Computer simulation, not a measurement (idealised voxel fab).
Title: Process Module voxel self aligned vias
295 nm wide, 5 nm square cells: that's cross-section cut.
Notation: cross-section as square-cell grid; stated in bands, top first, going down; one or more cell rows per band. What a band's entry tells you: where the top is and where the bottom is, as heights in nm, and after that what lies inside, material by material from left to right, each with its width in nm. Empty space is written as the word "empty", and a single material marked with the word "all across" occupies the band from edge to edge. Heights are expressed relative to 0, this being the level below which the as-received wafer comprises one material exclusively. The lowest band is unbounded in the downward direction and is denoted as in "from 0 down". Note: "30..40" means the width goes from the first number (top row of the band) to the second number (bottom row) in equal steps per row of cells. The cross-section has no changed cell in any step marked "nothing altered". Entry "Fully enclosed voids" = empty spaces >= 8 cells with no open way to the top; each as width x height at distance, distance from left edge, all nm. On a step's line, text after the settings is the simulator commenting on that step. "overlay nm", when on a step's line for a step with a mask, measures how far to the right of its planned place the mask lay; a negative measure means to the left.

Planned step list for the process
- 1: RECEIVE | material Si
- 2: CONFORMAL_DEP | material SiO2 | thk nm 10
- 3: CONFORMAL_DEP | material SiCN | thk nm 5
- 4: DIRECTIONAL_DEP | material SiO2 | thk nm 25
- 5: DIRECTIONAL_DEP | material aC | thk nm 15
- 6: PATTERN | tone open | mask id LINES | material resist | width nm 30 | pitch nm 65 | thk nm 30 | overlay nm 0
- 7: DIRECTIONAL_ETCH | etch materials aC | depth nm 15
- 8: STRIP | etch materials resist
- 9: DIRECTIONAL_ETCH | etch materials SiO2 | depth nm 25
- 10: STRIP | etch materials aC
- 11: CONFORMAL_DEP | material TiN | thk nm 5
- 12: FILL_DEP | material W | thk nm 5
- 13: CMP | height nm 40
- 14: SELECTIVE_ETCH | etch materials W Ru TiN | depth nm 5
- 15: FILL_DEP | material SiN | thk nm 5
- 16: CMP | height nm 40
- 17: DIRECTIONAL_DEP | material SiO2 | thk nm 15
- 18: DIRECTIONAL_DEP | material aC | thk nm 15
- 19: PATTERN | tone open | mask id VIAS | material resist | width nm 40 | thk nm 35 | overlay nm 0
- 20: DIRECTIONAL_ETCH | etch materials aC | depth nm 15
- 21: STRIP | etch materials resist
- 22: DIRECTIONAL_ETCH | etch materials SiO2 | depth nm 15
- 23: DIRECTIONAL_ETCH | etch materials SiN | depth nm 5
- 24: STRIP | etch materials aC
- 25: CONFORMAL_DEP | material TiN | thk nm 5
- 26: FILL_DEP | material W | thk nm 5
- 27: CMP | height nm 55
- 28: CONFORMAL_DEP | material SiN | thk nm 5

Cross-section of the wafer at receipt, which is the condition after step 1
- from 0 down  Si all across
- Fully enclosed voids: none

Run as planned - first of the two wafers cross-sectioned at the end of the module
- from 60 to 55  SiN all across
- from 55 to 45  95 SiO2; 5 TiN; 30 W; 5 TiN; 160 SiO2
- from 45 to 40  95 SiO2; 10 TiN; 20 W; 10 TiN; 160 SiO2
- from 40 to 35  100 SiO2; 30 TiN; 35 SiO2; 30 SiN; 100 SiO2
- from 35 to 20  100 SiO2; 5 TiN; 20 W; 5 TiN; 35 SiO2; 5 TiN; 20 W; 5 TiN; 100 SiO2
- from 20 to 15  100 SiO2; 30 TiN; 35 SiO2; 30 TiN; 100 SiO2
- from 15 to 10  SiCN all across
- from 10 to 0  SiO2 all across
- from 0 down  Si all across
- Fully enclosed voids: none

Wafer two cross-section, module end. Start and plan unchanged from wafer one; one mistake made during the run
- from 60 to 55  SiN all across
- from 55 to 45  95 SiO2; 5 TiN; 30 W; 5 TiN; 160 SiO2
- from 45 to 40  95 SiO2; 40 TiN; 160 SiO2
- from 40 to 35  95 SiN; 10 TiN; 20 W; 10 TiN; 30 SiN; 5 TiN; 20 W; 5 TiN; 100 SiN
- from 35 to 20  100 SiO2; 5 TiN; 20 W; 5 TiN; 35 SiO2; 5 TiN; 20 W; 5 TiN; 100 SiO2
- from 20 to 15  100 SiO2; 30 TiN; 35 SiO2; 30 TiN; 100 SiO2
- from 15 to 10  SiCN all across
- from 10 to 0  SiO2 all across
- from 0 down  Si all across
- Fully enclosed voids: none
Run error: step 14 ran differently from the plan; actual operation with settings: SELECTIVE_ETCH | etch materials SiO2 | depth nm 5
FYI, end of process, the second wafer has more or fewer cells of some materials than the first: +39 SiN, -47 SiO2, +4 TiN, +4 W
